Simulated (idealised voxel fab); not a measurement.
Proc. module: voxel transistor to metal
The cross-section shown here is cut; it is 190 nm wide and divided into square cells measuring 5 nm on a side.
Heads up, the way a cross-section reads in here is a grid of square cells, handed over as bands from the top down, with every band being one or more rows of cells.
Band: top height; bottom height; in nm. Then, left to right: material with width in nm, for each material. "all across": a single material spanning edge to edge. "blank": empty space.
Heights are expressed relative to 0, this being the level below which the as-received wafer comprises one material exclusively. The lowest band is unbounded in the downward direction and is denoted as in "0 down".
It should be noted that a width expressed as "30 to 40" varies in equal increments from row to row of cells within the band, taking the value of the first number at the top row and that of the second number at the bottom row.
Reading "left unchanged" for a step: not a cell of the cross-section changed in it.
"Voids, enclosed" lists enclosed empty spaces (at least 8 cells, no open path upward to the top), each as width x height at distance from the left edge, in nm.
Text after the settings on a step's line: the simulator's own remark on that step.
Each step line may optionally specify "overlay nm", which for a step with a mask gives the rightward distance between the mask's planned place and where it lay, a negative value indicating the leftward direction.

# List of planned process steps
1. RECEIVE, material Si
2. OXIDIZE, depth nm 5
3. CONFORMAL_DEP, material SiN, thk nm 15
4. PATTERN, tone cover, mask id ACTIVE, material resist, width nm 115, thk nm 20, overlay nm 0
5. DIRECTIONAL_ETCH, etch materials SiN, depth nm 15
6. DIRECTIONAL_ETCH, etch materials SiO2, depth nm 5
7. DIRECTIONAL_ETCH, etch materials Si, depth nm 30
8. STRIP, etch materials resist
9. OXIDIZE, depth nm 5
10. FILL_DEP, material SiO2, thk nm 15
11. CMP, height nm 15
12. SELECTIVE_ETCH, etch materials SiO2, depth nm 15
13. STRIP, etch materials SiN
14. SELECTIVE_ETCH, etch materials SiO2, depth nm 5
15. OXIDIZE, depth nm 5
16. DIRECTIONAL_DEP, material polySi, thk nm 20
17. DIRECTIONAL_DEP, material SiCN, thk nm 15
18. DIRECTIONAL_DEP, material aC, thk nm 15
19. PATTERN, tone cover, mask id GATE, material resist, width nm 25, thk nm 35, overlay nm 0
20. DIRECTIONAL_ETCH, etch materials aC, depth nm 15
21. STRIP, etch materials resist
22. DIRECTIONAL_ETCH, etch materials SiCN, depth nm 25
23. DIRECTIONAL_ETCH, etch materials polySi, depth nm 30
24. STRIP, etch materials aC
25. CONFORMAL_DEP, material SiN, thk nm 10
26. DIRECTIONAL_ETCH, etch materials SiN, depth nm 10
27. DIRECTIONAL_ETCH, etch materials SiO2, depth nm 5
28. DIRECTIONAL_ETCH, etch materials Si, depth nm 15
29. EPI, material SiGe, thk nm 15
30. FILL_DEP, material SiO2, thk nm 5
31. CMP, height nm 15
32. STRIP, etch materials polySi
33. SELECTIVE_ETCH, etch materials SiO2, depth nm 5
34. CONFORMAL_DEP, material HfO2, thk nm 5
35. CONFORMAL_DEP, material TiN, thk nm 5
36. FILL_DEP, material W, thk nm 10
37. CMP, height nm 10
38. DIRECTIONAL_DEP, material SiO2, thk nm 10
39. DIRECTIONAL_DEP, material aC, thk nm 15
40. PATTERN, tone open, mask id CONTACT, material resist, width nm 15, pitch nm 80, thk nm 30, overlay nm 0
41. DIRECTIONAL_ETCH, etch materials aC, depth nm 15
42. STRIP, etch materials resist
43. DIRECTIONAL_ETCH, etch materials SiO2, depth nm 30
44. STRIP, etch materials aC
45. CONFORMAL_DEP, material TiN, thk nm 5
46. FILL_DEP, material Ru, thk nm 5
47. CMP, height nm 20
48. CONFORMAL_DEP, material SiCN, thk nm 5
49. DIRECTIONAL_DEP, material SiO2, thk nm 25
50. MASKED_ETCH, tone open, mask id METAL_1, width nm 15, pitch nm 80, etch materials SiO2, depth nm 25, overlay nm 0
51. MASKED_ETCH, tone open, mask id METAL_1, width nm 15, pitch nm 80, etch materials SiCN, depth nm 5, overlay nm 0
52. CONFORMAL_DEP, material TiN, thk nm 5
53. FILL_DEP, material Cu, thk nm 10
54. CMP, height nm 50
55. CONFORMAL_DEP, material SiCN, thk nm 5
The plan shows the width nm of step 19 as the first wafer had it; this setting differs between the wafers, which start out alike.

# So this is the first of several wafers, cross-sectioned as it came to us, meaning it's at the end of step 1
0 down  Si all across
Voids, enclosed: none

# Table: wafers, a row each; end-of-module cell change per material since receipt, gain (+), loss (-); then closed voids
width nm 25; +10 Cu; +13 HfO2; +4 Ru; -214 Si; +70 SiCN; +54 SiGe; +12 SiN; +408 SiO2; +59 TiN; +2 W; Voids, enclosed: none
width nm 30; +10 Cu; +14 HfO2; +4 Ru; -211 Si; +70 SiCN; +51 SiGe; +12 SiN; +407 SiO2; +57 TiN; +4 W; Voids, enclosed: none
width nm 35; +10 Cu; +15 HfO2; +4 Ru; -208 Si; +70 SiCN; +48 SiGe; +12 SiN; +406 SiO2; +55 TiN; +6 W; Voids, enclosed: none
width nm 40; +10 Cu; +16 HfO2; +4 Ru; -205 Si; +70 SiCN; +45 SiGe; +12 SiN; +405 SiO2; +53 TiN; +8 W; Voids, enclosed: none
width nm 45; +10 Cu; +17 HfO2; +4 Ru; -202 Si; +70 SiCN; +42 SiGe; +12 SiN; +404 SiO2; +51 TiN; +10 W; Voids, enclosed: none
width nm 50; +10 Cu; +18 HfO2; +3 Ru; -199 Si; +70 SiCN; +39 SiGe; +12 SiN; +401 SiO2; +52 TiN; +12 W; Voids, enclosed: none
